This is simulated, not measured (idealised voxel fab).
You're looking at the process module voxel wiring stack.
Section shown: cut. Width: 270 nm. Cell size: 5 nm, square.
We lay out every cross-section as a grid of square cells and spell it out in bands from the top down, where one band means one or more rows of cells.
Band entry format. Leading values: height of top, height of bottom, nm. Remainder: materials in left-to-right order, each with its width in nm. Special words: "all across" on a single material, which then fills the band edge to edge; "air", empty space.
Basically, 0 is our baseline, since under it the wafer straight out of the box is all one material. The bottom band has no lower end and keeps on going down, so it looks like "0 -> down".
Note: "30..40" means the width goes from the first number (top row of the band) to the second number (bottom row) in equal steps per row of cells.
"nothing different" -> step changed no cross-section cell.
Entry "Enclosed void entries" = empty spaces >= 8 cells with no open way to the top; each as width x height at distance, distance from left edge, all nm.
Note: text after step settings on the step line = simulator remark on that step.
The optional step-line setting "overlay nm" applies to steps with a mask and quantifies how far to the right of its planned location the mask lay, a negative value indicating leftward placement.

This section lists the process steps that were planned:
- 1: RECEIVE (material Si)
- 2: CONFORMAL_DEP (material SiO2; thk nm 10)
- 3: DIRECTIONAL_DEP (material TiN; thk nm 5)
- 4: DIRECTIONAL_DEP (material Ru; thk nm 25)
- 5: DIRECTIONAL_DEP (material aC; thk nm 10)
- 6: PATTERN (tone cover; mask id METAL_1; material resist; width nm 20; pitch nm 45; thk nm 25; overlay nm 0)
- 7: DIRECTIONAL_ETCH (etch materials aC; depth nm 10)
- 8: STRIP (etch materials resist)
- 9: DIRECTIONAL_ETCH (etch materials Ru; depth nm 25)
- 10: DIRECTIONAL_ETCH (etch materials TiN; depth nm 5)
- 11: STRIP (etch materials aC)
- 12: CONFORMAL_DEP (material SiCN; thk nm 5)
- 13: FILL_DEP (material SiO2; thk nm 10)
- 14: CMP (height nm 40)
- 15: CONFORMAL_DEP (material SiCN; thk nm 5)
- 16: DIRECTIONAL_DEP (material lowk; thk nm 10)
- 17: PATTERN (tone open; mask id PLUG_1; material resist; width nm 15; pitch nm 90; thk nm 20; overlay nm 0)
- 18: DIRECTIONAL_ETCH (etch materials lowk; depth nm 10)
- 19: DIRECTIONAL_ETCH (etch materials SiCN; depth nm 5)
- 20: STRIP (etch materials resist)
- 21: CONFORMAL_DEP (material TiN; thk nm 5)
- 22: FILL_DEP (material Ru; thk nm 10)
- 23: CMP (height nm 55)
- 24: CONFORMAL_DEP (material SiCN; thk nm 5)
- 25: DIRECTIONAL_DEP (material lowk; thk nm 20)
- 26: PATTERN (tone open; mask id METAL_2; material resist; width nm 20; pitch nm 45; thk nm 15; overlay nm -15)
- 27: DIRECTIONAL_ETCH (etch materials lowk; depth nm 20)
- 28: DIRECTIONAL_ETCH (etch materials SiCN; depth nm 5)
- 29: STRIP (etch materials resist)
- 30: CONFORMAL_DEP (material TiN; thk nm 5)
- 31: FILL_DEP (material W; thk nm 10)
- 32: CMP (height nm 80)
- 33: CONFORMAL_DEP (material SiCN; thk nm 5)
- 34: DIRECTIONAL_DEP (material lowk; thk nm 30)
- 35: DIRECTIONAL_DEP (material aC; thk nm 10)
- 36: PATTERN (tone open; mask id METAL_3; material resist; width nm 20; pitch nm 45; thk nm 30; overlay nm 0)
- 37: DIRECTIONAL_ETCH (etch materials aC; depth nm 10)
- 38: STRIP (etch materials resist)
- 39: DIRECTIONAL_ETCH (etch materials lowk; depth nm 20)
- 40: STRIP (etch materials aC)
- 41: DIRECTIONAL_DEP (material aC; thk nm 10)
- 42: PATTERN (tone open; mask id METAL_3_HOLES; material resist; width nm 15; pitch nm 90; thk nm 30; overlay nm 0)
- 43: DIRECTIONAL_ETCH (etch materials aC; depth nm 10)
- 44: STRIP (etch materials resist)
- 45: DIRECTIONAL_ETCH (etch materials lowk; depth nm 10)
- 46: DIRECTIONAL_ETCH (etch materials SiCN; depth nm 5)
- 47: STRIP (etch materials aC)
- 48: CONFORMAL_DEP (material TiN; thk nm 5)
- 49: FILL_DEP (material Ru; thk nm 10)
- 50: CMP (height nm 115)
- 51: CONFORMAL_DEP (material SiCN; thk nm 5)
- 52: DIRECTIONAL_DEP (material SiO2; thk nm 10)
- 53: DIRECTIONAL_DEP (material aC; thk nm 15)
- 54: PATTERN (tone open; mask id PLUG_3; material resist; width nm 15; pitch nm 45; thk nm 35; overlay nm 0)
- 55: DIRECTIONAL_ETCH (etch materials aC; depth nm 15)
- 56: STRIP (etch materials resist)
- 57: DIRECTIONAL_ETCH (etch materials SiO2; depth nm 10)
- 58: DIRECTIONAL_ETCH (etch materials SiCN; depth nm 5)
- 59: STRIP (etch materials aC)
- 60: EPI (material Ru; thk nm 10)
- 61: EPI (material Ru; thk nm 5)
- 62: CONFORMAL_DEP (material SiCN; thk nm 5)
- 63: DIRECTIONAL_DEP (material SiO2; thk nm 20)
- 64: PATTERN (tone open; mask id METAL_4; material resist; width nm 20; pitch nm 45; thk nm 20; overlay nm 0)
- 65: DIRECTIONAL_ETCH (etch materials SiO2; depth nm 20)
- 66: DIRECTIONAL_ETCH (etch materials SiCN; depth nm 5)
- 67: STRIP (etch materials resist)
- 68: CONFORMAL_DEP (material TiN; thk nm 5)
- 69: FILL_DEP (material W; thk nm 5)
- 70: CMP (height nm 155)
- 71: CONFORMAL_DEP (material SiCN; thk nm 5)
For clarity, it should be stated that the wafers under discussion commence in an identical condition and differ with respect to the overlay nm of step 26, the plan indicating the value that the first wafer had.

So this is the first of several wafers, cross-sectioned as it came to us, meaning it's at the end of step 1:
* 0 -> down | Si all across
* Enclosed void entries: none

The following table contains a row per wafer, in which are reported, at the conclusion of the module, the cells of each material gained (+) or lost (-) since the wafer's receipt, with its closed voids given thereafter:
overlay nm -15 | +150 Ru | +346 SiCN | +494 SiO2 | +178 TiN | +64 W | +496 lowk | Enclosed void entries: none
overlay nm -10 | +150 Ru | +346 SiCN | +494 SiO2 | +178 TiN | +64 W | +496 lowk | Enclosed void entries: none
overlay nm -5 | +150 Ru | +346 SiCN | +494 SiO2 | +178 TiN | +64 W | +496 lowk | Enclosed void entries: none
overlay nm 0 | +150 Ru | +346 SiCN | +494 SiO2 | +178 TiN | +64 W | +496 lowk | Enclosed void entries: none
overlay nm 5 | +150 Ru | +346 SiCN | +494 SiO2 | +178 TiN | +64 W | +496 lowk | Enclosed void entries: none
overlay nm 10 | +150 Ru | +346 SiCN | +494 SiO2 | +178 TiN | +64 W | +496 lowk | Enclosed void entries: none
overlay nm 15 | +150 Ru | +346 SiCN | +494 SiO2 | +178 TiN | +64 W | +496 lowk | Enclosed void entries: none
